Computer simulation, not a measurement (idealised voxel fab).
process module | voxel lift off
cross-section cut | 220 nm wide | cells 5 nm
A cross-section is a grid of square cells, given in bands from the top down. A band is one or more rows of cells.
Each band's line starts with the height of the band's top and of its bottom, in nm. Then come its materials from left to right, each with its width in nm. One material with "throughout" fills the band from edge to edge. "air" is empty space.
Height 0 is the level under which the wafer as received is all one material. The lowest band goes on downwards, as in "0 down".
A width such as "30 to 40" changes by the same amount from each row of cells to the next, from the band's top row to its bottom row.
"no change" after a step means that no cell of the cross-section changed.
closed voids: empty space of 8 cells or more with no open way to the top, each as width x height at its distance from the left edge, in nm
after a step's settings: what the simulator itself notes on the step
overlay nm, on a step with a mask: how far to the right of its planned place the mask lay; to the left if negative
plan
1 op RECEIVE | material Si
2 op CONFORMAL_DEP | material SiO2 | thk nm 15
3 op PATTERN | tone open | mask id LINES | material resist | width nm 15 | pitch nm 40 | thk nm 25 | overlay nm 0
4 op DIRECTIONAL_DEP | material Ru | thk nm 10
5 op STRIP | etch materials resist
6 op CONFORMAL_DEP | material SiCN | thk nm 10
first wafer, as planned
as received, after step 1
  0 down: Si throughout
  closed voids: none
after step 2
  15 to 0: SiO2 throughout
  below 0: unchanged
after step 3
  40 to 15: resist 60 | air 15 | resist 25 | air 15 | resist 25 | air 15 | resist 65
  below 15: unchanged
after step 4
  50 to 40: Ru 60 | air 15 | Ru 25 | air 15 | Ru 25 | air 15 | Ru 65
  40 to 25: resist 60 | air 15 | resist 25 | air 15 | resist 25 | air 15 | resist 65
  25 to 15: resist 60 | Ru 15 | resist 25 | Ru 15 | resist 25 | Ru 15 | resist 65
  below 15: unchanged
after step 5
  25 to 15: air 60 | Ru 15 | air 25 | Ru 15 | air 25 | Ru 15 | air 65
  below 15: unchanged
after step 6
  35 to 25: air 50 | SiCN 35 | air 5 | SiCN 35 | air 5 | SiCN 35 | air 55
  25 to 15: SiCN 60 | Ru 15 | SiCN 25 | Ru 15 | SiCN 25 | Ru 15 | SiCN 65
  below 15: unchanged
second wafer: like start, like plan, one mistake. Through step 5 it matches the first wafer
when step 6 should have ended: no change
what went wrong: step 6 was left out
at the end the second wafer has, in cells: 112 fewer of SiCN
